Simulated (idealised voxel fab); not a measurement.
process module | voxel air gaps
cross-section cut | 295 nm wide | cells 5 nm
A cross-section is a grid of square cells, given in bands from the top down. A band is one or more rows of cells.
Each band's line starts with the height of the band's top and of its bottom, in nm. Then come its materials from left to right, each with its width in nm. One material with "throughout" fills the band from edge to edge. "air" is empty space.
Height 0 is the level under which the wafer as received is all one material. The lowest band goes on downwards, as in "0 down".
A width such as "30 to 40" changes by the same amount from each row of cells to the next, from the band's top row to its bottom row.
"no change" after a step means that no cell of the cross-section changed.
closed voids: empty space of 8 cells or more with no open way to the top, each as width x height at its distance from the left edge, in nm
after a step's settings: what the simulator itself notes on the step
overlay nm, on a step with a mask: how far to the right of its planned place the mask lay; to the left if negative
plan
1 op RECEIVE | material Si
2 op CONFORMAL_DEP | material SiO2 | thk nm 10
3 op CONFORMAL_DEP | material SiCN | thk nm 5
4 op DIRECTIONAL_DEP | material SiO2 | thk nm 40
5 op DIRECTIONAL_DEP | material aC | thk nm 15
6 op PATTERN | tone open | mask id LINES | material resist | width nm 25 | pitch nm 50 | thk nm 30 | overlay nm 0
7 op DIRECTIONAL_ETCH | etch materials aC | depth nm 15
8 op STRIP | etch materials resist
9 op DIRECTIONAL_ETCH | etch materials SiO2 | depth nm 40
10 op STRIP | etch materials aC
11 op CONFORMAL_DEP | material TiN | thk nm 5
12 op FILL_DEP | material Cu | thk nm 10
13 op CMP | height nm 55
14 op EPI | material Ru | thk nm 10
15 op SELECTIVE_ETCH | etch materials SiO2 | depth nm 50
16 op CONFORMAL_DEP | material SiCN | thk nm 5
as received, after step 1
  0 down: Si throughout
  closed voids: none
first wafer at the end, as planned
  70 to 65: air 45 | SiCN 205 | air 45
  65 to 55: air 45 | SiCN 5 | Ru 45 | SiCN 5 | Ru 45 | SiCN 5 | Ru 45 | SiCN 5 | Ru 45 | SiCN 5 | air 45
  55 to 50: air 45 | SiCN 15 | TiN 5 | Cu 15 | TiN 5 | SiCN 25 | TiN 5 | Cu 15 | TiN 5 | SiCN 25 | TiN 5 | Cu 15 | TiN 5 | SiCN 25 | TiN 5 | Cu 15 | TiN 5 | SiCN 15 | air 45
  50 to 20: air 55 | SiCN 5 | TiN 5 | Cu 15 | TiN 5 | SiCN 5 | air 15 | SiCN 5 | TiN 5 | Cu 15 | TiN 5 | SiCN 5 | air 15 | SiCN 5 | TiN 5 | Cu 15 | TiN 5 | SiCN 5 | air 15 | SiCN 5 | TiN 5 | Cu 15 | TiN 5 | SiCN 5 | air 55
  20 to 15: SiCN 60 | TiN 25 | SiCN 25 | TiN 25 | SiCN 25 | TiN 25 | SiCN 25 | TiN 25 | SiCN 60
  15 to 10: SiCN throughout
  10 to 0: SiO2 throughout
  0 down: Si throughout
  closed voids: 15 x 30 at 90; 15 x 30 at 140; 15 x 30 at 190
second wafer at the end: like start, like plan, one mistake
  70 to 65: SiCN throughout
  65 to 55: Ru 70 | SiCN 5 | Ru 45 | SiCN 5 | Ru 45 | SiCN 5 | Ru 45 | SiCN 5 | Ru 70
  55 to 50: Cu 55 | TiN 5 | SiCN 25 | TiN 5 | Cu 15 | TiN 5 | SiCN 25 | TiN 5 | Cu 15 | TiN 5 | SiCN 25 | TiN 5 | Cu 15 | TiN 5 | SiCN 25 | TiN 5 | Cu 55
  50 to 20: Cu 55 | TiN 5 | SiCN 5 | air 15 | SiCN 5 | TiN 5 | Cu 15 | TiN 5 | SiCN 5 | air 15 | SiCN 5 | TiN 5 | Cu 15 | TiN 5 | SiCN 5 | air 15 | SiCN 5 | TiN 5 | Cu 15 | TiN 5 | SiCN 5 | air 15 | SiCN 5 | TiN 5 | Cu 55
  20 to 15: TiN 60 | SiCN 25 | TiN 25 | SiCN 25 | TiN 25 | SiCN 25 | TiN 25 | SiCN 25 | TiN 60
  15 to 10: SiCN throughout
  10 to 0: SiO2 throughout
  0 down: Si throughout
  closed voids: 15 x 30 at 65; 15 x 30 at 115; 15 x 30 at 165; 15 x 30 at 215
what went wrong: step 6 ran as: op PATTERN | tone cover | mask id LINES | material resist | width nm 25 | pitch nm 50 | thk nm 30 | overlay nm 0
at the end the second wafer has, in cells: 133 more of Cu | 38 more of Ru | 4 fewer of SiCN | 19 more of TiN
closed voids at the end (first wafer, second wafer): 3, 4
